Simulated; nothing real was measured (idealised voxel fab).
The process module that follows is named voxel air gaps.
Cross-section cut: width 280 nm, square cells of 5 nm.
Cross-section spec: square-cell grid; bands listed top down; each band is one or more rows. A band entry consists of two parts. The first gives the height of the band's top and the height of its bottom, in nm. The rest lists the band's materials from left to right, each with its width in nm. A single material labelled with the word "edge to edge" fills the band from edge to edge, and the word "empty" marks empty space. For the purposes of this specification, 0 denotes the height below which the wafer in its as-received condition is composed wholly of one material, and the lowermost band, lacking a lower limit, extends downward without end, as expressed in "0 nm and below". The notation "30..40" denotes a width that varies across the rows of cells in the band, beginning at the first number in the top row, finishing at the second number in the bottom row, and changing by an identical amount from each row to the next. "same as before" means the step left every cell of the cross-section as it was. "Sealed internal voids" specifies each empty space that is not open to the top and that occupies no fewer than 8 cells, using the form width x height at distance, the distance measured from the left edge and all three quantities in nm. Formally, on a step line, whatever follows the settings is a remark that the simulator itself makes on the step. For masked steps, "overlay nm" on the step line gives how far right of plan the mask actually lay; a minus sign means it lay to the left.
**The steps planned for the process are as follows**
| 1 | RECEIVE, material Si |
| 2 | CONFORMAL_DEP, material SiO2, thk nm 10 |
| 3 | CONFORMAL_DEP, material SiCN, thk nm 5 |
| 4 | DIRECTIONAL_DEP, material lowk, thk nm 35 |
| 5 | MASKED_ETCH, tone open, mask id LINES, width nm 15, pitch nm 40, etch materials lowk, depth nm 35, overlay nm 0 |
| 6 | CONFORMAL_DEP, material TiN, thk nm 5 |
| 7 | FILL_DEP, material W, thk nm 10 |
| 8 | CMP, height nm 50 |
| 9 | EPI, material Ru, thk nm 10 |
| 10 | SELECTIVE_ETCH, etch materials lowk, depth nm 45 |
| 11 | CONFORMAL_DEP, material SiCN, thk nm 5 |
**Received-state cross-section, reflecting completion of step 1**
0 nm and below = Si edge to edge
Sealed internal voids: none
**Starting wafer: above. Plan: above. Run: one mistake. Cross-section after the module: below**
80 nm to 75 nm = SiCN edge to edge
75 nm to 65 nm = Ru edge to edge
65 nm to 55 nm = W edge to edge
55 nm to 50 nm = 75 of TiN, then 5 of W, then 35 of TiN, then 5 of W, then 35 of TiN, then 5 of W, then 35 of TiN, then 5 of W, then 80 of TiN
50 nm to 20 nm = 70 of lowk, then 5 of TiN, then 5 of W, then 5 of TiN, then 25 of lowk, then 5 of TiN, then 5 of W, then 5 of TiN, then 25 of lowk, then 5 of TiN, then 5 of W, then 5 of TiN, then 25 of lowk, then 5 of TiN, then 5 of W, then 5 of TiN, then 75 of lowk
20 nm to 15 nm = 70 of lowk, then 15 of TiN, then 25 of lowk, then 15 of TiN, then 25 of lowk, then 15 of TiN, then 25 of lowk, then 15 of TiN, then 75 of lowk
15 nm to 10 nm = SiCN edge to edge
10 nm to 0 nm = SiO2 edge to edge
0 nm and below = Si edge to edge
Sealed internal voids: none
Deviation noted in wafer processing: plan step 8 never ran because it was skipped
